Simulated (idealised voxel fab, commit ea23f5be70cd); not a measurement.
Name of the process module below: voxel capacitor over wiring
Section cut is 275 nm wide and gridded with 5 nm square cells.
How to read a cross-section here: the picture is a grid of square cells, written as bands going from the top down, and any band can span one or more rows of cells.
Band: top height; bottom height; in nm. Then, left to right: material with width in nm, for each material. "throughout": a single material spanning edge to edge. "air": empty space.
Basically, 0 is our baseline, since under it the wafer straight out of the box is all one material. The bottom band has no lower end and keeps on going down, so it looks like "0 nm and below".
Width: "30..40" (first number = top row, second number = bottom row, same change from row to row of cells).
What does "changes: none" mean for a step? It means no cell of the cross-section changed in that step.
Closed-off voids: empty space of 8 cells or more with no open way to the top, each as width x height at its distance from the left edge, in nm
Past the settings on a step's line: simulator remark, on that step.
The setting "overlay nm" may be written on the line of a step. When the step uses a mask, the value reports how far to the right of the planned place the mask lay, and a negative value reports that it lay to the left.
### plan
1: RECEIVE,material Si
2: CONFORMAL_DEP,material SiO2,thk nm 15
3: DIRECTIONAL_DEP,material TiN,thk nm 5
4: DIRECTIONAL_DEP,material Ru,thk nm 20
5: MASKED_ETCH,tone cover,mask id METAL_1,width nm 20,pitch nm 90,etch materials Ru,depth nm 20,overlay nm 0
6: MASKED_ETCH,tone cover,mask id METAL_1,width nm 20,pitch nm 90,etch materials TiN,depth nm 5,overlay nm 0
7: FILL_DEP,material SiO2,thk nm 5
8: CMP,height nm 40
9: CONFORMAL_DEP,material SiCN,thk nm 5
10: DIRECTIONAL_DEP,material lowk,thk nm 20
11: PATTERN,tone open,mask id PLUG_1,material resist,width nm 15,thk nm 20,overlay nm 0
12: DIRECTIONAL_ETCH,etch materials lowk,depth nm 20
13: DIRECTIONAL_ETCH,etch materials SiCN,depth nm 5
14: STRIP,etch materials resist
15: CONFORMAL_DEP,material TiN,thk nm 5
16: FILL_DEP,material Cu,thk nm 10
17: CMP,height nm 65
18: DIRECTIONAL_DEP,material TiN,thk nm 10
19: DIRECTIONAL_DEP,material SiN,thk nm 5
20: DIRECTIONAL_DEP,material TiN,thk nm 5
21: MASKED_ETCH,tone cover,mask id UPPER_PLATE,width nm 75,etch materials TiN,depth nm 5,overlay nm 0
22: MASKED_ETCH,tone cover,mask id UPPER_PLATE,width nm 75,etch materials SiN,depth nm 5,overlay nm 0
23: MASKED_ETCH,tone cover,mask id LOWER_PLATE,width nm 85,etch materials TiN,depth nm 10,overlay nm 0
24: FILL_DEP,material SiO2,thk nm 15
25: CMP,height nm 95
26: PATTERN,tone open,mask id PLUG_2,material resist,width nm 15,thk nm 20,overlay nm 0
27: DIRECTIONAL_ETCH,etch materials SiO2,depth nm 10
28: STRIP,etch materials resist
29: CONFORMAL_DEP,material TiN,thk nm 5
30: FILL_DEP,material W,thk nm 5
31: CMP,height nm 95
32: CONFORMAL_DEP,material SiCN,thk nm 5
### Cross-section of the incoming wafer, state after step 1
* 0 nm and below = Si throughout
* Closed-off voids: none
### First of two wafers at the end of the module, shown in cross-section; run carried out as planned
* 100 nm to 95 nm = SiCN throughout
* 95 nm to 90 nm = SiO2 (95)  TiN (5)  W (5)  TiN (5)  SiO2 (165)
* 90 nm to 80 nm = SiO2 (95..85)  TiN (15..75)  SiO2 (165..115)
* 80 nm to 75 nm = SiO2 (85)  SiN (75)  SiO2 (115)
* 75 nm to 65 nm = SiO2 (80)  TiN (85)  SiO2 (110)
* 65 nm to 45 nm = lowk (85)  TiN (5)  Cu (5)  TiN (5)  lowk (175)
* 45 nm to 40 nm = SiCN (85)  TiN (15)  SiCN (175)
* 40 nm to 20 nm = SiO2 (80)  Ru (20)  SiO2 (70)  Ru (20)  SiO2 (85)
* 20 nm to 15 nm = SiO2 (80)  TiN (20)  SiO2 (70)  TiN (20)  SiO2 (85)
* 15 nm to 0 nm = SiO2 throughout
* 0 nm and below = Si throughout
* Closed-off voids: none
### Module end: cross-section of wafer two of two. Same start and process plan as the first wafer. One mistake during execution
* 100 nm to 95 nm = SiCN throughout
* 95 nm to 90 nm = SiO2 (95)  TiN (5)  W (5)  TiN (5)  SiO2 (165)
* 90 nm to 85 nm = SiO2 (95)  TiN (15)  SiO2 (165)
* 85 nm to 80 nm = SiO2 (85)  SiN (75)  SiO2 (115)
* 80 nm to 70 nm = SiO2 (80)  TiN (85)  SiO2 (110)
* 70 nm to 65 nm = TiN throughout
* 65 nm to 45 nm = lowk (85)  TiN (5)  Cu (5)  TiN (5)  lowk (175)
* 45 nm to 40 nm = SiCN (85)  TiN (15)  SiCN (175)
* 40 nm to 20 nm = SiO2 (80)  Ru (20)  SiO2 (70)  Ru (20)  SiO2 (85)
* 20 nm to 15 nm = SiO2 (80)  TiN (20)  SiO2 (70)  TiN (20)  SiO2 (85)
* 15 nm to 0 nm = SiO2 throughout
* 0 nm and below = Si throughout
* Closed-off voids: none
Finding, execution versus plan: note: step 19 <-> step 20, run order reversed vs plan
Final difference in cells, second wafer against first, listed per material as more or fewer: SiO2: 40 fewer; TiN: 40 more
